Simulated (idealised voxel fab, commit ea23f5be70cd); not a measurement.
Presented below is a process module, voxel spacer lines.
Displayed cross-section: cut, width of 215 nm, square cells sized 5 nm.
How to read a cross-section here: the picture is a grid of square cells, written as bands going from the top down, and any band can span one or more rows of cells.
Each band's line starts with the height of the band's top and of its bottom, in nm. Then come its materials from left to right, each with its width in nm. One material with "full width" fills the band from edge to edge. "empty" is empty space.
Heads up on the height convention: 0 is the point under which the incoming wafer is all one material, and the lowest band has no bottom, it just keeps going down, like "0 and below".
With a width like "30..40", each row of cells in the band differs from the next by the same amount, the top row carrying the first number and the bottom row the second.
Step marked "nothing changed"? Then no cell in the cross-section changed in it.
The list in "Closed void entries" covers empty spaces of 8 cells or more that cannot reach the top through any open way, and it gives each as width x height at distance; the distance is from the left edge, and width, height and distance are in nm.
Read whatever lies past the settings on a step's line as the simulator's own remark about the step.
"overlay nm" on a masked step: distance the mask lay right of its planned place, negative for left.

### Process steps - plan
1) RECEIVE,material Si
2) CONFORMAL_DEP,material Al2O3,thk nm 10
3) DIRECTIONAL_DEP,material SiN,thk nm 15
4) DIRECTIONAL_DEP,material polySi,thk nm 30
5) PATTERN,tone cover,mask id MANDREL,material resist,width nm 20,pitch nm 60,thk nm 35,overlay nm 0
6) DIRECTIONAL_ETCH,etch materials polySi,depth nm 30
7) STRIP,etch materials resist
8) CONFORMAL_DEP,material SiO2,thk nm 10
9) DIRECTIONAL_ETCH,etch materials SiO2,depth nm 10
10) STRIP,etch materials polySi
11) DIRECTIONAL_ETCH,etch materials SiN,depth nm 15
12) STRIP,etch materials SiO2

### As-received state of the wafer in cross-section, equivalent to post-step 1
	0 and below: Si full width
	Closed void entries: none

### Looking at the first of two wafers in cross-section at end of module - ran to plan
	25 down to 10: 55 empty; 10 SiN; 20 empty; 10 SiN; 20 empty; 10 SiN; 20 empty; 10 SiN; 60 empty
	10 down to 0: Al2O3 full width
	0 and below: Si full width
	Closed void entries: none

### Cross-section at end of module for the second wafer of two, which matched the first in starting point and plan and differed by one mistake in its processing
	40 down to 25: 55 empty; 10 SiN; 20 empty; 10 SiN; 20 empty; 10 SiN; 20 empty; 10 SiN; 60 empty
	25 down to 10: SiN full width
	10 down to 0: Al2O3 full width
	0 and below: Si full width
	Closed void entries: none
What was done differently from what was planned? yeah, plan step 3 got run twice
Looking at both finished wafers in cells, the second ends up ahead of or behind the first on some materials: +129 SiN
